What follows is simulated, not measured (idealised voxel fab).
This section sets out a process module, namely voxel fin reveal.
Section cut is 250 nm wide and gridded with 5 nm square cells.
This document writes a cross-section as a grid whose cells are square, and gives it as bands, listed from the top down; one or more rows of cells form a band.
Basically the band line says how high the top is and how high the bottom is, in nm, and then what's in it from left to right, every material with its width in nm. Empty space shows up as "air", and if a single material carries "edge to edge" it runs the full band edge to edge.
Beneath 0, the wafer as received is one material, and that level is where height counting begins. The lowest band goes on downward without a bottom; it is written like "0 -> down".
Per-row width for "30 to 40": begins at first number (top row of band), ends at second number (bottom row), increment between rows held constant.
Take "no alteration" at face value: in the step it is given for, the cross-section changed in none of its cells.
In the "Cavities, closed" entry, you get each enclosed empty space of 8 cells or more, one with no open way to the top, written width x height at distance, distance from the left edge, in nm.
Formally, on a step line, whatever follows the settings is a remark that the simulator itself makes on the step.
overlay nm: where the mask lay relative to plan, measured to the right, on steps with a mask; negatives go left.
Process steps - plan:
1. RECEIVE [material Si]
2. CONFORMAL_DEP [material SiN] [thk nm 10]
3. DIRECTIONAL_DEP [material aC] [thk nm 15]
4. PATTERN [tone cover] [mask id FINS] [material resist] [width nm 15] [pitch nm 40] [thk nm 35] [overlay nm 0]
5. DIRECTIONAL_ETCH [etch materials aC] [depth nm 15]
6. STRIP [etch materials resist]
7. DIRECTIONAL_ETCH [etch materials SiN] [depth nm 10]
8. DIRECTIONAL_ETCH [etch materials Si] [depth nm 30]
9. STRIP [etch materials aC]
10. OXIDIZE [depth nm 5]
11. FILL_DEP [material SiO2] [thk nm 5]
12. CMP [height nm 10]
13. SELECTIVE_ETCH [etch materials SiO2] [depth nm 30]
14. STRIP [etch materials SiN]
15. CONFORMAL_DEP [material SiO2] [thk nm 5]
Cross-section of the wafer as it came to us, i.e., already through step 1:
* 0 -> down | Si edge to edge
* Cavities, closed: none
Here's the cross-section of the first of our two wafers at the end of the module - it ran as planned:
* 5 -> 0 | air: 75, SiO2: 15, air: 25, SiO2: 15, air: 25, SiO2: 15, air: 80
* 0 -> -15 | air: 75, SiO2: 5, Si: 5, SiO2: 5, air: 25, SiO2: 5, Si: 5, SiO2: 5, air: 25, SiO2: 5, Si: 5, SiO2: 5, air: 80
* -15 -> -35 | SiO2: 80, Si: 5, SiO2: 35, Si: 5, SiO2: 35, Si: 5, SiO2: 85
* -35 -> down | Si edge to edge
* Cavities, closed: none
Second wafer cross-section at end of module - shared start and plan with the first, one mistake in the run:
* 5 -> 0 | air: 80, SiO2: 15, air: 25, SiO2: 15, air: 25, SiO2: 15, air: 75
* 0 -> -15 | air: 80, SiO2: 5, Si: 5, SiO2: 5, air: 25, SiO2: 5, Si: 5, SiO2: 5, air: 25, SiO2: 5, Si: 5, SiO2: 5, air: 75
* -15 -> -35 | SiO2: 85, Si: 5, SiO2: 35, Si: 5, SiO2: 35, Si: 5, SiO2: 80
* -35 -> down | Si edge to edge
* Cavities, closed: none
What was done differently from what was planned? note that step 4 departed from the planned setting and was carried out as PATTERN [tone cover] [mask id FINS] [material resist] [width nm 15] [pitch nm 40] [thk nm 35] [overlay nm 5]
If you tally the cells, the second wafer ends up with the same amount of every material as the first; it's all just sitting in different places.
